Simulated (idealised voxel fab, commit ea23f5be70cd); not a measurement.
process module | voxel released beams
cross-section cut | 255 nm wide | cells 5 nm
A cross-section is a grid of square cells, given in bands from the top down. A band is one or more rows of cells.
Each band's line starts with the height of the band's top and of its bottom, in nm. Then come its materials from left to right, each with its width in nm. One material with "throughout" fills the band from edge to edge. "air" is empty space.
Height 0 is the level under which the wafer as received is all one material. The lowest band goes on downwards, as in "0 down".
A width such as "30 to 40" changes by the same amount from each row of cells to the next, from the band's top row to its bottom row.
"no change" after a step means that no cell of the cross-section changed.
closed voids: empty space of 8 cells or more with no open way to the top, each as width x height at its distance from the left edge, in nm
after a step's settings: what the simulator itself notes on the step
overlay nm, on a step with a mask: how far to the right of its planned place the mask lay; to the left if negative
plan
1 op RECEIVE | material Si
2 op CONFORMAL_DEP | material Al2O3 | thk nm 10
3 op DIRECTIONAL_DEP | material SiO2 | thk nm 15
4 op PATTERN | tone open | mask id ANCHOR | material resist | width nm 35 | thk nm 15 | overlay nm 0
5 op DIRECTIONAL_ETCH | etch materials SiO2 | depth nm 15
6 op STRIP | etch materials resist
7 op CONFORMAL_DEP | material polySi | thk nm 10
8 op PATTERN | tone cover | mask id BEAM | material resist | width nm 120 | thk nm 15 | overlay nm 0
9 op DIRECTIONAL_ETCH | etch materials polySi | depth nm 10
10 op STRIP | etch materials resist
11 op STRIP | etch materials SiO2
as received, after step 1
  0 down: Si throughout
  closed voids: none
a wafer at the end: this start, this plan, one mistake
  35 to 25: air 65 | polySi 20 | air 10 | polySi 90 | air 70
  25 to 20: air 75 | polySi 10 | air 10 | polySi 10 | air 150
  20 to 10: air 75 | polySi 30 | air 150
  10 to 0: Al2O3 throughout
  0 down: Si throughout
  closed voids: none
what went wrong: step 4 ran as: op PATTERN | tone open | mask id ANCHOR | material resist | width nm 30 | thk nm 15 | overlay nm 0
